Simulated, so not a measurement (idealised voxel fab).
Process module under the name voxel self aligned contacts
Xsec cut, 230 nm wide, square cell size 5 nm.
Just so we're on the same page, the cross-sections are grids of square cells, and they're listed out in bands top to bottom, each band one or more rows deep.
Band entry format. Leading values: height of top, height of bottom, nm. Remainder: materials in left-to-right order, each with its width in nm. Special words: "everywhere" on a single material, which then fills the band edge to edge; "blank", empty space.
Heights are expressed relative to 0, this being the level below which the as-received wafer comprises one material exclusively. The lowest band is unbounded in the downward direction and is denoted as in "from 0 down".
Think of "30..40" as a width that walks from the first number to the second as you go down the band, top row to bottom row, taking equal-sized steps from row to row.
"everything unchanged" after a step means that no cell of the cross-section changed.
For the entry "Sealed internal voids", the listed items are empty spaces with no open way to the top whose size is 8 cells or more; each item follows the pattern width x height at distance, where distance is from the left edge and all three are in nm.
after a step's settings: what the simulator itself notes on the step
overlay nm: for a step with a mask, the amount by which the mask lay right of where it was planned; a negative amount means left of it.

-- So here's the lineup of process steps we planned
step 1: RECEIVE (material Si)
step 2: CONFORMAL_DEP (material SiO2; thk nm 5)
step 3: DIRECTIONAL_DEP (material polySi; thk nm 30)
step 4: DIRECTIONAL_DEP (material SiN; thk nm 15)
step 5: DIRECTIONAL_DEP (material aC; thk nm 15)
step 6: PATTERN (tone cover; mask id GATE; material resist; width nm 25; pitch nm 55; thk nm 35; overlay nm 0)
step 7: DIRECTIONAL_ETCH (etch materials aC; depth nm 15)
step 8: STRIP (etch materials resist)
step 9: DIRECTIONAL_ETCH (etch materials SiN; depth nm 15)
step 10: DIRECTIONAL_ETCH (etch materials polySi; depth nm 30)
step 11: STRIP (etch materials aC)
step 12: CONFORMAL_DEP (material SiN; thk nm 5)
step 13: DIRECTIONAL_ETCH (etch materials SiN; depth nm 5)
step 14: FILL_DEP (material SiO2; thk nm 20)
step 15: CMP (height nm 60)
step 16: DIRECTIONAL_DEP (material aC; thk nm 10)
step 17: PATTERN (tone open; mask id CONTACT; material resist; width nm 40; thk nm 30; overlay nm -15)
step 18: DIRECTIONAL_ETCH (etch materials aC; depth nm 10)
step 19: STRIP (etch materials resist)
step 20: DIRECTIONAL_ETCH (etch materials SiO2; depth nm 60)
step 21: STRIP (etch materials aC)
step 22: CONFORMAL_DEP (material TiN; thk nm 5)
step 23: FILL_DEP (material W; thk nm 10)
step 24: CMP (height nm 60)
step 25: CONFORMAL_DEP (material SiN; thk nm 5)
For clarity, it should be stated that the wafers under discussion commence in an identical condition and differ with respect to the overlay nm of step 17, the plan indicating the value that the first wafer had.

-- Cut through the first of several wafers as received, post step 1
from 0 down  Si everywhere
Sealed internal voids: none

-- The table below has one row for each wafer; a row shows, as of the end of the module, how many cells of each material the wafer has gained, marked (+), or lost, marked (-), since it was received, and then the wafer's closed voids
overlay nm -15, +112 SiN, +380 SiO2, +30 TiN, +16 W, +60 polySi, Sealed internal voids: none
overlay nm -10, +112 SiN, +370 SiO2, +30 TiN, +26 W, +60 polySi, Sealed internal voids: none
overlay nm -5, +112 SiN, +370 SiO2, +30 TiN, +26 W, +60 polySi, Sealed internal voids: none
overlay nm 0, +112 SiN, +370 SiO2, +30 TiN, +26 W, +60 polySi, Sealed internal voids: none
overlay nm 5, +112 SiN, +370 SiO2, +30 TiN, +26 W, +60 polySi, Sealed internal voids: none
overlay nm 10, +112 SiN, +370 SiO2, +30 TiN, +26 W, +60 polySi, Sealed internal voids: none
overlay nm 15, +112 SiN, +380 SiO2, +30 TiN, +16 W, +60 polySi, Sealed internal voids: none
